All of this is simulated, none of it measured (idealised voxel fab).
Process module under the name voxel ribs on slabs
Cross-section cut: width 260 nm, square cells of 5 nm.
The cross-sections in this document take the form of a grid made of square cells. They are written out as bands, in order from top to bottom. Each band consists of one or more rows of cells.
Band: top and bottom heights (nm) first, top before bottom; then materials from left to right, widths in nm. "all across" marks a sole material filling the band edge to edge. "empty" denotes empty space.
Convention: height 0 is the level below which the wafer, as received, is all one material. The lowest band does not terminate at the bottom but continues downward, represented as "from 0 down".
It should be noted that a width expressed as "30..40" varies in equal increments from row to row of cells within the band, taking the value of the first number at the top row and that of the second number at the bottom row.
Step note "no change" = no cross-section cell changed.
"Trapped void list" enumerates empty spaces isolated from the top, with no open way to it, that contain at least 8 cells, giving each as width x height at distance from the left edge, all three in nm.
That trailing text on a step's line, after the settings, is the simulator's own remark on the step.
"overlay nm" answers the question of how far to the right of plan the mask lay on a step that has a mask, and when it is negative the answer is to the left.

# Planned process steps
1. RECEIVE, material Si
2. DIRECTIONAL_DEP, material SiO2, thk nm 25
3. DIRECTIONAL_DEP, material polySi, thk nm 25
4. MASKED_ETCH, tone cover, mask id RIB, width nm 25, etch materials polySi, depth nm 20, overlay nm 0
5. PATTERN, tone cover, mask id SLAB, material resist, width nm 65, thk nm 20, overlay nm 0
6. DIRECTIONAL_ETCH, etch materials polySi, depth nm 5
7. STRIP, etch materials resist
8. FILL_DEP, material SiO2, thk nm 30
9. CMP, height nm 70
10. DIRECTIONAL_DEP, material TiN, thk nm 5
11. DIRECTIONAL_DEP, material aC, thk nm 15
12. PATTERN, tone cover, mask id HEATER, material resist, width nm 35, thk nm 35, overlay nm 0
13. DIRECTIONAL_ETCH, etch materials aC, depth nm 15
14. STRIP, etch materials resist
15. DIRECTIONAL_ETCH, etch materials TiN, depth nm 5
16. STRIP, etch materials aC
17. CONFORMAL_DEP, material SiO2, thk nm 10

# Cross-sectional view of the wafer in its as-received condition, corresponding to the state after step 1
    from 0 down  Si all across
    Trapped void list: none

# Here's the cross-section of the first of our two wafers at the end of the module - it ran as planned
    from 85 to 80  100 of empty | 55 of SiO2 | 105 of empty
    from 80 to 75  SiO2 all across
    from 75 to 70  110 of SiO2 | 35 of TiN | 115 of SiO2
    from 70 to 50  SiO2 all across
    from 50 to 30  115 of SiO2 | 25 of polySi | 120 of SiO2
    from 30 to 25  95 of SiO2 | 65 of polySi | 100 of SiO2
    from 25 to 0  SiO2 all across
    from 0 down  Si all across
    Trapped void list: none

# Same start, same plan as the first wafer - but one mistake in the run. Cross-section of the second of the two at the end of the module
    from 75 to 70  110 of empty | 35 of TiN | 115 of empty
    from 70 to 50  SiO2 all across
    from 50 to 30  115 of SiO2 | 25 of polySi | 120 of SiO2
    from 30 to 25  95 of SiO2 | 65 of polySi | 100 of SiO2
    from 25 to 0  SiO2 all across
    from 0 down  Si all across
    Trapped void list: none
It is concluded that the wafer was processed incorrectly with respect to the plan, in that step 17 in the plan did not get run; it was skipped
Wafer comparison, final, in cells, second relative to first, materials more or fewer: SiO2 -108
